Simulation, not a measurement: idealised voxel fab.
process module | voxel quadruple lines
cross-section cut | 230 nm wide | cells 5 nm
A cross-section is a grid of square cells, given in bands from the top down. A band is one or more rows of cells.
Each band's line starts with the height of the band's top and of its bottom, in nm. Then come its materials from left to right, each with its width in nm. One material with "throughout" fills the band from edge to edge. "air" is empty space.
Height 0 is the level under which the wafer as received is all one material. The lowest band goes on downwards, as in "0 down".
A width such as "30 to 40" changes by the same amount from each row of cells to the next, from the band's top row to its bottom row.
"no change" after a step means that no cell of the cross-section changed.
closed voids: empty space of 8 cells or more with no open way to the top, each as width x height at its distance from the left edge, in nm
after a step's settings: what the simulator itself notes on the step
overlay nm, on a step with a mask: how far to the right of its planned place the mask lay; to the left if negative
plan
1 op RECEIVE | material Si
2 op CONFORMAL_DEP | material Al2O3 | thk nm 5
3 op DIRECTIONAL_DEP | material W | thk nm 15
4 op DIRECTIONAL_DEP | material polySi | thk nm 20
5 op DIRECTIONAL_DEP | material aC | thk nm 20
6 op PATTERN | tone cover | mask id MANDREL | material resist | width nm 35 | pitch nm 100 | thk nm 30 | overlay nm 0
7 op DIRECTIONAL_ETCH | etch materials aC | depth nm 20
8 op STRIP | etch materials resist
9 op CONFORMAL_DEP | material SiO2 | thk nm 15
10 op DIRECTIONAL_ETCH | etch materials SiO2 | depth nm 15
11 op STRIP | etch materials aC
12 op DIRECTIONAL_ETCH | etch materials polySi | depth nm 20
13 op STRIP | etch materials SiO2
14 op CONFORMAL_DEP | material SiCN | thk nm 10
15 op DIRECTIONAL_ETCH | etch materials SiCN | depth nm 10
16 op STRIP | etch materials polySi
17 op DIRECTIONAL_ETCH | etch materials W | depth nm 15
18 op STRIP | etch materials SiCN
19 op FILL_DEP | material lowk | thk nm 5
20 op CMP | height nm 25
varied across the wafers: thk nm of step 2. The plan shows the first wafer's value. All wafers start alike
first wafer as received, after step 1
  0 down: Si throughout
  closed voids: none
each wafer at the end: cells of each material gained (+) or lost (-) since it was received, then its closed voids
thk nm 5 | +46 Al2O3 | +48 W | +136 lowk | closed voids: none
thk nm 10 | +92 Al2O3 | +48 W | +90 lowk | closed voids: none
thk nm 15 | +138 Al2O3 | +32 W | +60 lowk | closed voids: none
thk nm 20 | +184 Al2O3 | +16 W | +30 lowk | closed voids: none
thk nm 25 | +230 Al2O3 | closed voids: none
